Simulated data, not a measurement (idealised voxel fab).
process module | voxel trench capacitor
cross-section cut | 185 nm wide | cells 5 nm
A cross-section is a grid of square cells, given in bands from the top down. A band is one or more rows of cells.
Each band's line starts with the height of the band's top and of its bottom, in nm. Then come its materials from left to right, each with its width in nm. One material with "throughout" fills the band from edge to edge. "air" is empty space.
Height 0 is the level under which the wafer as received is all one material. The lowest band goes on downwards, as in "0 down".
A width such as "30 to 40" changes by the same amount from each row of cells to the next, from the band's top row to its bottom row.
"no change" after a step means that no cell of the cross-section changed.
closed voids: empty space of 8 cells or more with no open way to the top, each as width x height at its distance from the left edge, in nm
after a step's settings: what the simulator itself notes on the step
overlay nm, on a step with a mask: how far to the right of its planned place the mask lay; to the left if negative
plan
1 op RECEIVE | material Si
2 op CONFORMAL_DEP | material SiN | thk nm 10
3 op DIRECTIONAL_DEP | material aC | thk nm 15
4 op PATTERN | tone open | mask id TRENCH | material resist | width nm 25 | pitch nm 50 | thk nm 30 | overlay nm 0
5 op DIRECTIONAL_ETCH | etch materials aC | depth nm 15
6 op STRIP | etch materials resist
7 op DIRECTIONAL_ETCH | etch materials SiN | depth nm 10
8 op DIRECTIONAL_ETCH | etch materials Si | depth nm 35
9 op STRIP | etch materials aC
10 op CONFORMAL_DEP | material Al2O3 | thk nm 5
11 op CONFORMAL_DEP | material TiN | thk nm 5
12 op FILL_DEP | material W | thk nm 10
13 op CMP | height nm 10
as received, after step 1
  0 down: Si throughout
  closed voids: none
a wafer at the end: this start, this plan, one mistake
  10 to 0: SiN 55 | TiN 5 | Al2O3 5 | W 5 | Al2O3 5 | TiN 5 | SiN 25 | TiN 5 | Al2O3 5 | W 5 | Al2O3 5 | TiN 5 | SiN 55
  0 to -25: Si 55 | TiN 5 | Al2O3 5 | W 5 | Al2O3 5 | TiN 5 | Si 25 | TiN 5 | Al2O3 5 | W 5 | Al2O3 5 | TiN 5 | Si 55
  -25 to -30: Si 55 | TiN 5 | Al2O3 15 | TiN 5 | Si 25 | TiN 5 | Al2O3 15 | TiN 5 | Si 55
  -30 to -35: Si 55 | TiN 25 | Si 25 | TiN 25 | Si 55
  -35 down: Si throughout
  closed voids: none
what went wrong: steps 10 and 11 were swapped
